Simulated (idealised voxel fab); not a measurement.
A process module follows: voxel transistor to metal.
This is section cut - it's 185 nm across, gridded in 5 nm square cells.
A cross-section is a grid of square cells, given in bands from the top down. A band is one or more rows of cells. Heights first: top, then bottom, in nm. Then materials, left to right, each with a width in nm. "everywhere" on a single material: fills the band edge to edge. "blank": empty space. Measure heights from 0. That's the level where, below it, the as-received wafer is all one material. The lowest band is bottomless and extends downward; write it as in "from 0 down". So if you see something like "30->40" for the width, read it as the top row of the band sitting at the first number and the bottom row at the second, with every row in between moving by the same amount as the last. Step marked "no change occurred"? Then no cell in the cross-section changed in it. Entry "Sealed void listing". Content: empty spaces with no open connection to the top, size 8 cells or greater. Each: width x height at distance. Distance: from left edge. Unit: nm. That trailing text on a step's line, after the settings, is the simulator's own remark on the step. "overlay nm" answers the question of how far to the right of plan the mask lay on a step that has a mask, and when it is negative the answer is to the left.
List of planned process steps
- 1: RECEIVE (material Si)
- 2: OXIDIZE (depth nm 5)
- 3: CONFORMAL_DEP (material SiN; thk nm 15)
- 4: DIRECTIONAL_DEP (material aC; thk nm 10)
- 5: PATTERN (tone cover; mask id ACTIVE; material resist; width nm 105; thk nm 30; overlay nm 0)
- 6: DIRECTIONAL_ETCH (etch materials aC; depth nm 10)
- 7: STRIP (etch materials resist)
- 8: DIRECTIONAL_ETCH (etch materials SiN; depth nm 15)
- 9: DIRECTIONAL_ETCH (etch materials SiO2; depth nm 5)
- 10: DIRECTIONAL_ETCH (etch materials Si; depth nm 35)
- 11: STRIP (etch materials aC)
- 12: FILL_DEP (material SiO2; thk nm 10)
- 13: CMP (height nm 15)
- 14: SELECTIVE_ETCH (etch materials SiO2; depth nm 10)
- 15: STRIP (etch materials SiN)
- 16: SELECTIVE_ETCH (etch materials SiO2; depth nm 5)
- 17: OXIDIZE (depth nm 5)
- 18: DIRECTIONAL_DEP (material polySi; thk nm 20)
- 19: DIRECTIONAL_DEP (material SiCN; thk nm 10)
- 20: MASKED_ETCH (tone cover; mask id GATE; width nm 25; etch materials SiCN; depth nm 20; overlay nm 0)
- 21: MASKED_ETCH (tone cover; mask id GATE; width nm 25; etch materials polySi; depth nm 30; overlay nm 0)
- 22: CONFORMAL_DEP (material SiN; thk nm 5)
- 23: DIRECTIONAL_ETCH (etch materials SiN; depth nm 5)
- 24: DIRECTIONAL_ETCH (etch materials SiO2; depth nm 5)
- 25: DIRECTIONAL_ETCH (etch materials Si; depth nm 10)
- 26: EPI (material pSi; thk nm 10)
- 27: FILL_DEP (material SiO2; thk nm 10)
- 28: CMP (height nm 25)
- 29: DIRECTIONAL_DEP (material SiO2; thk nm 10)
- 30: PATTERN (tone open; mask id CONTACT; material resist; width nm 30; pitch nm 65; thk nm 15; overlay nm 0)
- 31: DIRECTIONAL_ETCH (etch materials SiO2; depth nm 45)
- 32: STRIP (etch materials resist)
- 33: CONFORMAL_DEP (material TiN; thk nm 5)
- 34: FILL_DEP (material Ru; thk nm 10)
- 35: CMP (height nm 35)
- 36: DIRECTIONAL_DEP (material TiN; thk nm 5)
- 37: DIRECTIONAL_DEP (material W; thk nm 20)
- 38: DIRECTIONAL_DEP (material aC; thk nm 15)
- 39: PATTERN (tone cover; mask id METAL_1; material resist; width nm 15; pitch nm 80; thk nm 35; overlay nm 0)
- 40: DIRECTIONAL_ETCH (etch materials aC; depth nm 15)
- 41: STRIP (etch materials resist)
- 42: DIRECTIONAL_ETCH (etch materials W; depth nm 20)
- 43: DIRECTIONAL_ETCH (etch materials TiN; depth nm 5)
- 44: STRIP (etch materials aC)
- 45: FILL_DEP (material SiO2; thk nm 10)
- 46: CMP (height nm 60)
- 47: CONFORMAL_DEP (material SiCN; thk nm 5)
- 48: DIRECTIONAL_DEP (material lowk; thk nm 30)
- 49: DIRECTIONAL_DEP (material aC; thk nm 10)
- 50: PATTERN (tone open; mask id METAL_2; material resist; width nm 15; pitch nm 80; thk nm 25; overlay nm 0)
- 51: DIRECTIONAL_ETCH (etch materials aC; depth nm 10)
- 52: STRIP (etch materials resist)
- 53: DIRECTIONAL_ETCH (etch materials lowk; depth nm 15)
- 54: STRIP (etch materials aC)
- 55: DIRECTIONAL_DEP (material aC; thk nm 10)
- 56: PATTERN (tone open; mask id METAL_2_HOLES; material resist; width nm 15; pitch nm 80; thk nm 25; overlay nm 0)
- 57: DIRECTIONAL_ETCH (etch materials aC; depth nm 10)
- 58: STRIP (etch materials resist)
- 59: DIRECTIONAL_ETCH (etch materials lowk; depth nm 15)
- 60: DIRECTIONAL_ETCH (etch materials SiCN; depth nm 5)
- 61: STRIP (etch materials aC)
- 62: CONFORMAL_DEP (material TiN; thk nm 5)
- 63: FILL_DEP (material Cu; thk nm 10)
- 64: CMP (height nm 95)
- 65: CONFORMAL_DEP (material SiCN; thk nm 5)
Cross-section of the incoming wafer, state after step 1
* from 0 down | Si everywhere
* Sealed void listing: none
Cross-section: first of two wafers, module finished, run according to plan
* from 100 to 95 | SiCN everywhere
* from 95 to 65 | lowk: 45 / TiN: 5 / Cu: 5 / TiN: 5 / lowk: 65 / TiN: 5 / Cu: 5 / TiN: 5 / lowk: 45
* from 65 to 60 | SiCN: 45 / TiN: 15 / SiCN: 65 / TiN: 15 / SiCN: 45
* from 60 to 40 | SiO2: 45 / W: 15 / SiO2: 65 / W: 15 / SiO2: 45
* from 40 to 35 | SiO2: 45 / TiN: 15 / SiO2: 65 / TiN: 15 / SiO2: 45
* from 35 to 25 | SiO2: 45 / TiN: 5 / Ru: 20 / TiN: 5 / SiO2: 35 / TiN: 5 / Ru: 20 / TiN: 5 / SiO2: 45
* from 25 to 15 | SiO2: 45 / TiN: 5 / Ru: 20 / TiN: 5 / SiN: 5 / SiCN: 25 / SiN: 5 / TiN: 5 / Ru: 20 / TiN: 5 / SiO2: 45
* from 15 to 5 | SiO2: 45 / TiN: 5 / Ru: 20 / TiN: 5 / SiN: 5 / polySi: 25 / SiN: 5 / TiN: 5 / Ru: 20 / TiN: 5 / SiO2: 45
* from 5 to 0 | SiO2: 45 / TiN: 5 / Ru: 10 / TiN: 15 / SiN: 5 / polySi: 25 / SiN: 5 / TiN: 15 / Ru: 10 / TiN: 5 / SiO2: 45
* from 0 to -5 | SiO2: 35 / SiN: 5 / SiO2: 5 / TiN: 5 / Ru: 10 / TiN: 5 / pSi: 10 / SiN: 5 / polySi: 25 / SiN: 5 / pSi: 10 / TiN: 5 / Ru: 10 / TiN: 5 / SiO2: 5 / SiN: 5 / SiO2: 35
* from -5 to -10 | SiO2: 45 / TiN: 20 / pSi: 10 / SiO2: 35 / pSi: 10 / TiN: 20 / SiO2: 45
* from -10 to -20 | SiO2: 40 / pSi: 35 / Si: 35 / pSi: 35 / SiO2: 40
* from -20 to -40 | SiO2: 40 / Si: 105 / SiO2: 40
* from -40 down | Si everywhere
* Sealed void listing: none
Cross-section, second wafer: same start as the first, same plan as the first, one mistake in running it; taken at the end of the module
* from 100 to 95 | SiCN everywhere
* from 95 to 65 | lowk: 45 / polySi: 5 / Cu: 5 / polySi: 5 / lowk: 65 / polySi: 5 / Cu: 5 / polySi: 5 / lowk: 45
* from 65 to 60 | SiCN: 45 / polySi: 15 / SiCN: 65 / polySi: 15 / SiCN: 45
* from 60 to 40 | SiO2: 45 / W: 15 / SiO2: 65 / W: 15 / SiO2: 45
* from 40 to 35 | SiO2: 45 / TiN: 15 / SiO2: 65 / TiN: 15 / SiO2: 45
* from 35 to 25 | SiO2: 45 / TiN: 5 / Ru: 20 / TiN: 5 / SiO2: 35 / TiN: 5 / Ru: 20 / TiN: 5 / SiO2: 45
* from 25 to 15 | SiO2: 45 / TiN: 5 / Ru: 20 / TiN: 5 / SiN: 5 / SiCN: 25 / SiN: 5 / TiN: 5 / Ru: 20 / TiN: 5 / SiO2: 45
* from 15 to 5 | SiO2: 45 / TiN: 5 / Ru: 20 / TiN: 5 / SiN: 5 / polySi: 25 / SiN: 5 / TiN: 5 / Ru: 20 / TiN: 5 / SiO2: 45
* from 5 to 0 | SiO2: 45 / TiN: 5 / Ru: 10 / TiN: 15 / SiN: 5 / polySi: 25 / SiN: 5 / TiN: 15 / Ru: 10 / TiN: 5 / SiO2: 45
* from 0 to -5 | SiO2: 35 / SiN: 5 / SiO2: 5 / TiN: 5 / Ru: 10 / TiN: 5 / pSi: 10 / SiN: 5 / polySi: 25 / SiN: 5 / pSi: 10 / TiN: 5 / Ru: 10 / TiN: 5 / SiO2: 5 / SiN: 5 / SiO2: 35
* from -5 to -10 | SiO2: 45 / TiN: 20 / pSi: 10 / SiO2: 35 / pSi: 10 / TiN: 20 / SiO2: 45
* from -10 to -20 | SiO2: 40 / pSi: 35 / Si: 35 / pSi: 35 / SiO2: 40
* from -20 to -40 | SiO2: 40 / Si: 105 / SiO2: 40
* from -40 down | Si everywhere
* Sealed void listing: none
Short version of what went wrong: step 62 did not happen as planned, as run it was CONFORMAL_DEP (material polySi; thk nm 5)
at the end the second wafer has, in cells: 30 fewer of TiN; 30 more of polySi
